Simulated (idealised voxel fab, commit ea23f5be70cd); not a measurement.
The document below concerns the process module designated voxel capacitor over wiring.
The figure presents cross-section cut, which has a width of 155 nm and is divided into square cells with an edge length of 5 nm.
Bands, listed from the top down, are how a cross-section gets written in this document; the cross-section itself is a grid of square cells, and a band is one or more rows of them.
Top height, bottom height, nm. Materials left to right, width each, nm. Single material + "edge to edge" = fills band edge to edge. "blank" = empty.
A quick word on heights: they are counted from 0, and under that level the wafer as it came to us is one material throughout. The lowest band is different from the rest in having no bottom; it simply continues downward, written as in "0 down".
A two-number width, for instance "30->40", indicates that the width is equal to the first number in the top row of the band and to the second number in the bottom row, and that it changes by a constant amount per row of cells.
Reading "remains unaltered" for a step: not a cell of the cross-section changed in it.
In the "Enclosed void list" entry, you get each enclosed empty space of 8 cells or more, one with no open way to the top, written width x height at distance, distance from the left edge, in nm.
That trailing text on a step's line, after the settings, is the simulator's own remark on the step.
If you see "overlay nm" on a step's line and that step has a mask, it's telling you how far right of where it was planned the mask ended up; a negative number means it went left instead.
plan
1 RECEIVE with material Si
2 CONFORMAL_DEP with material SiO2, thk nm 15
3 CONFORMAL_DEP with material SiCN, thk nm 5
4 DIRECTIONAL_DEP with material SiO2, thk nm 15
5 PATTERN with tone open, mask id METAL_1, material resist, width nm 25, pitch nm 90, thk nm 20, overlay nm 0
6 DIRECTIONAL_ETCH with etch materials SiO2, depth nm 15
7 DIRECTIONAL_ETCH with etch materials SiCN, depth nm 5
8 STRIP with etch materials resist
9 CONFORMAL_DEP with material TiN, thk nm 5
10 FILL_DEP with material Ru, thk nm 10
11 CMP with height nm 35
12 CONFORMAL_DEP with material SiCN, thk nm 5
13 DIRECTIONAL_DEP with material SiO2, thk nm 15
14 DIRECTIONAL_DEP with material aC, thk nm 10
15 PATTERN with tone open, mask id PLUG_1, material resist, width nm 15, thk nm 25, overlay nm 0
16 DIRECTIONAL_ETCH with etch materials aC, depth nm 10
17 STRIP with etch materials resist
18 DIRECTIONAL_ETCH with etch materials SiO2, depth nm 15
19 DIRECTIONAL_ETCH with etch materials SiCN, depth nm 5
20 STRIP with etch materials aC
21 EPI with material Ru, thk nm 10
22 EPI with material Ru, thk nm 10
23 DIRECTIONAL_DEP with material TiN, thk nm 10
24 DIRECTIONAL_DEP with material HfO2, thk nm 5
25 DIRECTIONAL_DEP with material TiN, thk nm 5
26 PATTERN with tone cover, mask id UPPER_PLATE, material resist, width nm 70, thk nm 15, overlay nm 0
27 DIRECTIONAL_ETCH with etch materials TiN, depth nm 5
28 DIRECTIONAL_ETCH with etch materials HfO2, depth nm 5
29 STRIP with etch materials resist
30 PATTERN with tone cover, mask id LOWER_PLATE, material resist, width nm 80, thk nm 20, overlay nm 0
31 DIRECTIONAL_ETCH with etch materials TiN, depth nm 10
32 STRIP with etch materials resist
33 FILL_DEP with material SiO2, thk nm 20
34 CMP with height nm 90
35 PATTERN with tone open, mask id PLUG_2, material resist, width nm 15, thk nm 20, overlay nm 0
36 DIRECTIONAL_ETCH with etch materials SiO2, depth nm 15
37 STRIP with etch materials resist
38 CONFORMAL_DEP with material TiN, thk nm 5
39 FILL_DEP with material Ru, thk nm 10
40 CMP with height nm 90
41 CONFORMAL_DEP with material SiCN, thk nm 5
as received, after step 1
  0 down | Si edge to edge
  Enclosed void list: none
Run as planned - first of the two wafers cross-sectioned at the end of the module
  95 to 90 | SiCN edge to edge
  90 to 80 | SiO2=40 | TiN=5 | Ru=5 | TiN=5 | SiO2=100
  80 to 70 | SiO2=40->30 | TiN=15->70 | SiO2=100->55
  70 to 65 | SiO2=30 | HfO2=70 | SiO2=55
  65 to 55 | SiO2=25 | TiN=80 | SiO2=50
  55 to 40 | SiO2=30 | Ru=15 | SiO2=110
  40 to 35 | SiCN=30 | Ru=15 | SiCN=110
  35 to 20 | SiO2=20 | TiN=5 | Ru=15 | TiN=5 | SiO2=65 | TiN=5 | Ru=15 | TiN=5 | SiO2=20
  20 to 15 | SiCN=20 | TiN=25 | SiCN=65 | TiN=25 | SiCN=20
  15 to 0 | SiO2 edge to edge
  0 down | Si edge to edge
  Enclosed void list: none
Cross-sectional image of the second wafer of the two following completion of the module. Starting state and process plan were the same as for the first wafer; one execution error occurred
  95 to 90 | SiCN edge to edge
  90 to 80 | SiO2=40 | TiN=5 | Ru=5 | TiN=5 | SiO2=100
  80 to 70 | SiO2=40->30 | TiN=15->70 | SiO2=100->55
  70 to 65 | SiO2=30 | HfO2=70 | SiO2=55
  65 to 55 | SiO2=25 | TiN=80 | SiO2=50
  55 to 40 | SiO2=30 | Ru=15 | SiO2=110
  40 to 35 | SiCN=30 | Ru=15 | SiCN=110
  35 to 25 | Ru edge to edge
  25 to 20 | TiN=25 | Ru=15 | TiN=75 | Ru=15 | TiN=25
  20 to 5 | SiO2=20 | TiN=5 | Ru=15 | TiN=5 | SiO2=65 | TiN=5 | Ru=15 | TiN=5 | SiO2=20
  5 to 0 | SiCN=20 | TiN=25 | SiCN=65 | TiN=25 | SiCN=20
  0 down | Si edge to edge
  Enclosed void list: none
Where did the run depart from the plan? not run: step 2 of the plan (skipped)
Looking at both finished wafers in cells, the second ends up ahead of or behind the first on some materials: Ru +68 | SiO2 -93 | TiN +25
